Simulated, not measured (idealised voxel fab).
The following is a process module called voxel transistor to metal.
260 nm wide, 5 nm square cells: that's cross-section cut.
A cross-section is written here as square cells arranged in a grid, and it is given in bands from the top down, each band taking up one or more rows of cells.
Band entry format. Leading values: height of top, height of bottom, nm. Remainder: materials in left-to-right order, each with its width in nm. Special words: "everywhere" on a single material, which then fills the band edge to edge; "blank", empty space.
Where do heights start? At 0: under that level the wafer as delivered is made of one material only. And the lowest band has no floor; it just carries on downward, as in "0 down".
Width spec "30..40" -> top row of cells at first value, bottom row at second value, equal per-row change in between.
Any step labelled "no modifications" changed none of the cells in the cross-section.
This entry, "Closed internal cavities", enumerates those empty regions of no fewer than 8 cells that possess no open connection to the top. Each region is reported in the form width x height at distance, the distance being taken from the left edge, with all three quantities expressed in nm.
Step line, after settings: the simulator's comment on this step.
overlay nm: mask right of planned place by this much (step with mask). Neg. = left.

## Process steps foreseen in the plan
step 1: RECEIVE: material Si
step 2: OXIDIZE: depth nm 5
step 3: CONFORMAL_DEP: material SiN, thk nm 10
step 4: PATTERN: tone cover, mask id ACTIVE, material resist, width nm 105, pitch nm 125, thk nm 15, overlay nm 0
step 5: DIRECTIONAL_ETCH: etch materials SiN, depth nm 10
step 6: DIRECTIONAL_ETCH: etch materials SiO2, depth nm 5
step 7: DIRECTIONAL_ETCH: etch materials Si, depth nm 30
step 8: STRIP: etch materials resist
step 9: OXIDIZE: depth nm 5
step 10: FILL_DEP: material SiO2, thk nm 15
step 11: CMP: height nm 10
step 12: SELECTIVE_ETCH: etch materials SiO2, depth nm 5
step 13: STRIP: etch materials SiN
step 14: SELECTIVE_ETCH: etch materials SiO2, depth nm 5
step 15: OXIDIZE: depth nm 5
step 16: DIRECTIONAL_DEP: material polySi, thk nm 30
step 17: DIRECTIONAL_DEP: material SiCN, thk nm 10
step 18: MASKED_ETCH: tone cover, mask id GATE, width nm 15, pitch nm 125, etch materials SiCN, depth nm 20, overlay nm 0
step 19: MASKED_ETCH: tone cover, mask id GATE, width nm 15, pitch nm 125, etch materials polySi, depth nm 40, overlay nm 0
step 20: CONFORMAL_DEP: material SiO2, thk nm 5
step 21: DIRECTIONAL_ETCH: etch materials SiO2, depth nm 5
step 22: CONFORMAL_DEP: material SiN, thk nm 10
step 23: DIRECTIONAL_ETCH: etch materials SiN, depth nm 10
step 24: DIRECTIONAL_ETCH: etch materials SiO2, depth nm 5
step 25: EPI: material SiGe, thk nm 5
step 26: FILL_DEP: material SiO2, thk nm 10
step 27: CMP: height nm 35
step 28: DIRECTIONAL_DEP: material SiO2, thk nm 15
step 29: PATTERN: tone open, mask id CONTACT, material resist, width nm 20, thk nm 15, overlay nm 0
step 30: DIRECTIONAL_ETCH: etch materials SiO2, depth nm 55
step 31: STRIP: etch materials resist
step 32: CONFORMAL_DEP: material TiN, thk nm 5
step 33: FILL_DEP: material Ru, thk nm 5
step 34: CMP: height nm 50
step 35: CONFORMAL_DEP: material SiCN, thk nm 5
step 36: DIRECTIONAL_DEP: material lowk, thk nm 15
step 37: MASKED_ETCH: tone open, mask id METAL_1, width nm 20, etch materials lowk, depth nm 15, overlay nm 0
step 38: MASKED_ETCH: tone open, mask id METAL_1, width nm 20, etch materials SiCN, depth nm 5, overlay nm 0
step 39: CONFORMAL_DEP: material TiN, thk nm 5
step 40: FILL_DEP: material W, thk nm 10
step 41: CMP: height nm 70
step 42: CONFORMAL_DEP: material SiCN, thk nm 5
step 43: DIRECTIONAL_DEP: material SiO2, thk nm 35
step 44: DIRECTIONAL_DEP: material aC, thk nm 10
step 45: PATTERN: tone open, mask id METAL_2_HOLES, material resist, width nm 15, pitch nm 125, thk nm 30, overlay nm 0
step 46: DIRECTIONAL_ETCH: etch materials aC, depth nm 10
step 47: STRIP: etch materials resist
step 48: DIRECTIONAL_ETCH: etch materials SiO2, depth nm 35
step 49: STRIP: etch materials aC
step 50: PATTERN: tone open, mask id METAL_2, material resist, width nm 20, pitch nm 125, thk nm 20, overlay nm 0
step 51: DIRECTIONAL_ETCH: etch materials SiO2, depth nm 20
step 52: DIRECTIONAL_ETCH: etch materials SiCN, depth nm 5
step 53: STRIP: etch materials resist
step 54: CONFORMAL_DEP: material TiN, thk nm 5
step 55: FILL_DEP: material Cu, thk nm 5
step 56: CMP: height nm 110
step 57: CONFORMAL_DEP: material SiN, thk nm 5

## Delivered wafer in cross-section: state after step 1
0 down: Si everywhere
Closed internal cavities: none

## First of two wafers, end-of-module section, run followed plan
115 to 110: SiN everywhere
110 to 95: SiO2: 25, TiN: 5, Cu: 10, TiN: 5, SiO2: 105, TiN: 5, Cu: 10, TiN: 5, SiO2: 90
95 to 90: SiO2: 25, TiN: 5, Cu: 5, TiN: 10, SiO2: 105, TiN: 5, Cu: 5, TiN: 10, SiO2: 90
90 to 75: SiO2: 25, TiN: 5, Cu: 5, TiN: 5, SiO2: 110, TiN: 5, Cu: 5, TiN: 5, SiO2: 95
75 to 70: SiCN: 25, TiN: 15, SiCN: 110, TiN: 15, SiCN: 95
70 to 55: lowk: 25, TiN: 5, W: 10, TiN: 5, lowk: 45, TiN: 5, W: 10, TiN: 5, lowk: 40, TiN: 5, W: 10, TiN: 5, lowk: 45, TiN: 5, W: 10, TiN: 5, lowk: 25
55 to 50: SiCN: 25, TiN: 20, SiCN: 45, TiN: 20, SiCN: 40, TiN: 20, SiCN: 45, TiN: 20, SiCN: 25
50 to 35: SiO2: 25, TiN: 5, Ru: 10, TiN: 5, SiO2: 45, TiN: 5, Ru: 10, TiN: 5, SiO2: 40, TiN: 5, Ru: 10, TiN: 5, SiO2: 45, TiN: 5, Ru: 10, TiN: 5, SiO2: 25
35 to 25: SiO2: 25, TiN: 5, Ru: 10, TiN: 5, SiN: 10, SiO2: 5, SiCN: 15, SiO2: 5, SiN: 10, TiN: 5, Ru: 10, TiN: 5, SiO2: 40, TiN: 5, Ru: 10, TiN: 5, SiN: 10, SiO2: 5, SiCN: 15, SiO2: 5, SiN: 10, TiN: 5, Ru: 10, TiN: 5, SiO2: 25
25 to 0: SiO2: 25, TiN: 5, Ru: 10, TiN: 5, SiN: 10, SiO2: 5, polySi: 15, SiO2: 5, SiN: 10, TiN: 5, Ru: 10, TiN: 5, SiO2: 40, TiN: 5, Ru: 10, TiN: 5, SiN: 10, SiO2: 5, polySi: 15, SiO2: 5, SiN: 10, TiN: 5, Ru: 10, TiN: 5, SiO2: 25
0 to -5: SiO2: 15, SiN: 10, TiN: 20, SiN: 10, SiO2: 5, polySi: 15, SiO2: 5, SiN: 10, TiN: 20, SiN: 10, SiO2: 20, SiN: 10, TiN: 20, SiN: 10, SiO2: 5, polySi: 15, SiO2: 5, SiN: 10, TiN: 20, SiN: 10, SiO2: 15
-5 to -10: SiO2: 25, SiGe: 20, SiO2: 45, SiGe: 20, SiO2: 40, SiGe: 20, SiO2: 45, SiGe: 20, SiO2: 25
-10 to -40: SiO2: 20, Si: 95, SiO2: 30, Si: 95, SiO2: 20
-40 down: Si everywhere
Closed internal cavities: none

## Now the second wafer, cross-sectioned at the end of the module. Nothing different at the start, nothing different in the plan compared with the first, just one mistake when it was actually run
115 to 110: SiN everywhere
110 to 95: SiO2: 25, TiN: 5, Cu: 5, TiN: 5, SiO2: 110, TiN: 5, Cu: 5, TiN: 5, SiO2: 95
95 to 90: SiO2: 25, TiN: 15, SiO2: 110, TiN: 15, SiO2: 95
90 to 75: SiO2 everywhere
75 to 70: SiCN everywhere
70 to 55: lowk: 25, TiN: 5, W: 10, TiN: 5, lowk: 45, TiN: 5, W: 10, TiN: 5, lowk: 40, TiN: 5, W: 10, TiN: 5, lowk: 45, TiN: 5, W: 10, TiN: 5, lowk: 25
55 to 50: SiCN: 25, TiN: 20, SiCN: 45, TiN: 20, SiCN: 40, TiN: 20, SiCN: 45, TiN: 20, SiCN: 25
50 to 35: SiO2: 25, TiN: 5, Ru: 10, TiN: 5, SiO2: 45, TiN: 5, Ru: 10, TiN: 5, SiO2: 40, TiN: 5, Ru: 10, TiN: 5, SiO2: 45, TiN: 5, Ru: 10, TiN: 5, SiO2: 25
35 to 25: SiO2: 25, TiN: 5, Ru: 10, TiN: 5, SiN: 10, SiO2: 5, SiCN: 15, SiO2: 5, SiN: 10, TiN: 5, Ru: 10, TiN: 5, SiO2: 40, TiN: 5, Ru: 10, TiN: 5, SiN: 10, SiO2: 5, SiCN: 15, SiO2: 5, SiN: 10, TiN: 5, Ru: 10, TiN: 5, SiO2: 25
25 to 0: SiO2: 25, TiN: 5, Ru: 10, TiN: 5, SiN: 10, SiO2: 5, polySi: 15, SiO2: 5, SiN: 10, TiN: 5, Ru: 10, TiN: 5, SiO2: 40, TiN: 5, Ru: 10, TiN: 5, SiN: 10, SiO2: 5, polySi: 15, SiO2: 5, SiN: 10, TiN: 5, Ru: 10, TiN: 5, SiO2: 25
0 to -5: SiO2: 15, SiN: 10, TiN: 20, SiN: 10, SiO2: 5, polySi: 15, SiO2: 5, SiN: 10, TiN: 20, SiN: 10, SiO2: 20, SiN: 10, TiN: 20, SiN: 10, SiO2: 5, polySi: 15, SiO2: 5, SiN: 10, TiN: 20, SiN: 10, SiO2: 15
-5 to -10: SiO2: 25, SiGe: 20, SiO2: 45, SiGe: 20, SiO2: 40, SiGe: 20, SiO2: 45, SiGe: 20, SiO2: 25
-10 to -40: SiO2: 20, Si: 95, SiO2: 30, Si: 95, SiO2: 20
-40 down: Si everywhere
Closed internal cavities: none
So what did we get wrong on this run? execution of plan step 43 occurred twice
Final tally in cells, some materials are higher or lower on the second wafer than on the first: Cu -14 | SiCN +6 | SiO2 +26 | TiN -18
